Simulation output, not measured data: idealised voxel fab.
process module | voxel capacitor over wiring
cross-section cut | 275 nm wide | cells 5 nm
A cross-section is a grid of square cells, given in bands from the top down. A band is one or more rows of cells.
Each band's line starts with the height of the band's top and of its bottom, in nm. Then come its materials from left to right, each with its width in nm. One material with "throughout" fills the band from edge to edge. "air" is empty space.
Height 0 is the level under which the wafer as received is all one material. The lowest band goes on downwards, as in "0 down".
A width such as "30 to 40" changes by the same amount from each row of cells to the next, from the band's top row to its bottom row.
"no change" after a step means that no cell of the cross-section changed.
closed voids: empty space of 8 cells or more with no open way to the top, each as width x height at its distance from the left edge, in nm
after a step's settings: what the simulator itself notes on the step
overlay nm, on a step with a mask: how far to the right of its planned place the mask lay; to the left if negative
plan
1 op RECEIVE | material Si
2 op CONFORMAL_DEP | material SiO2 | thk nm 10
3 op DIRECTIONAL_DEP | material TiN | thk nm 5
4 op DIRECTIONAL_DEP | material Ru | thk nm 15
5 op DIRECTIONAL_DEP | material aC | thk nm 10
6 op PATTERN | tone cover | mask id METAL_1 | material resist | width nm 25 | pitch nm 85 | thk nm 30 | overlay nm 0
7 op DIRECTIONAL_ETCH | etch materials aC | depth nm 10
8 op STRIP | etch materials resist
9 op DIRECTIONAL_ETCH | etch materials Ru | depth nm 15
10 op DIRECTIONAL_ETCH | etch materials TiN | depth nm 5
11 op STRIP | etch materials aC
12 op CONFORMAL_DEP | material SiN | thk nm 5
13 op FILL_DEP | material lowk | thk nm 5
14 op CMP | height nm 30
15 op CONFORMAL_DEP | material SiCN | thk nm 5
16 op DIRECTIONAL_DEP | material lowk | thk nm 20
17 op PATTERN | tone open | mask id PLUG_1 | material resist | width nm 15 | thk nm 15 | overlay nm 0
18 op DIRECTIONAL_ETCH | etch materials lowk | depth nm 20
19 op DIRECTIONAL_ETCH | etch materials SiCN | depth nm 5
20 op STRIP | etch materials resist
21 op EPI | material Ru | thk nm 10
22 op EPI | material Ru | thk nm 10
23 op EPI | material Ru | thk nm 5
24 op DIRECTIONAL_DEP | material TiN | thk nm 5
25 op DIRECTIONAL_DEP | material Al2O3 | thk nm 5
26 op DIRECTIONAL_DEP | material TiN | thk nm 5
27 op PATTERN | tone cover | mask id UPPER_PLATE | material resist | width nm 65 | thk nm 20 | overlay nm 0
28 op DIRECTIONAL_ETCH | etch materials TiN | depth nm 5
29 op DIRECTIONAL_ETCH | etch materials Al2O3 | depth nm 5
30 op STRIP | etch materials resist
31 op PATTERN | tone cover | mask id LOWER_PLATE | material resist | width nm 75 | thk nm 20 | overlay nm 0
32 op DIRECTIONAL_ETCH | etch materials TiN | depth nm 5
33 op STRIP | etch materials resist
34 op FILL_DEP | material SiO2 | thk nm 20
35 op CMP | height nm 85
36 op PATTERN | tone open | mask id PLUG_2 | material resist | width nm 15 | thk nm 20 | overlay nm 0
37 op DIRECTIONAL_ETCH | etch materials SiO2 | depth nm 15
38 op STRIP | etch materials resist
39 op CONFORMAL_DEP | material TiN | thk nm 5
40 op FILL_DEP | material W | thk nm 5
41 op CMP | height nm 85
42 op CONFORMAL_DEP | material SiCN | thk nm 5
varied across the wafers: thk nm of step 26. The plan shows the first wafer's value. All wafers start alike
first wafer as received, after step 1
  0 down: Si throughout
  closed voids: none
first wafer at the end, after step 42
  90 to 85: SiCN throughout
  85 to 75: SiO2 100 | TiN 5 | W 5 | TiN 5 | SiO2 160
  75 to 65: SiO2 100 to 90 | TiN 15 to 65 | SiO2 160 to 120
  65 to 60: SiO2 90 | Al2O3 65 | SiO2 120
  60 to 55: SiO2 85 | TiN 75 | SiO2 115
  55 to 35: lowk 90 | Ru 15 | lowk 170
  35 to 30: SiCN 90 | Ru 15 | SiCN 170
  30 to 15: lowk 75 | SiN 5 | Ru 25 | SiN 5 | lowk 50 | SiN 5 | Ru 25 | SiN 5 | lowk 80
  15 to 10: SiN 80 | TiN 25 | SiN 60 | TiN 25 | SiN 85
  10 to 0: SiO2 throughout
  0 down: Si throughout
  closed voids: none
last wafer at the end
  90 to 85: SiCN throughout
  85 to 75: SiO2 90 to 85 | TiN 65 to 75 | SiO2 120 to 115
  75 to 65: TiN throughout
  65 to 60: Al2O3 throughout
  60 to 55: TiN throughout
  55 to 35: lowk 90 | Ru 15 | lowk 170
  35 to 30: SiCN 90 | Ru 15 | SiCN 170
  30 to 15: lowk 75 | SiN 5 | Ru 25 | SiN 5 | lowk 50 | SiN 5 | Ru 25 | SiN 5 | lowk 80
  15 to 10: SiN 80 | TiN 25 | SiN 60 | TiN 25 | SiN 85
  10 to 0: SiO2 throughout
  0 down: Si throughout
  closed voids: none
each wafer at the end: cells of each material gained (+) or lost (-) since it was received, then its closed voids
thk nm 5 | +13 Al2O3 | +45 Ru | +107 SiCN | +57 SiN | +390 SiO2 | +45 TiN | +2 W | +331 lowk | closed voids: none
thk nm 10 | +55 Al2O3 | +45 Ru | +107 SiCN | +57 SiN | +296 SiO2 | +98 TiN | +1 W | +331 lowk | closed voids: none
thk nm 15 | +55 Al2O3 | +45 Ru | +107 SiCN | +57 SiN | +244 SiO2 | +151 TiN | +331 lowk | closed voids: none
thk nm 20 | +55 Al2O3 | +45 Ru | +107 SiCN | +57 SiN | +192 SiO2 | +203 TiN | +331 lowk | closed voids: none
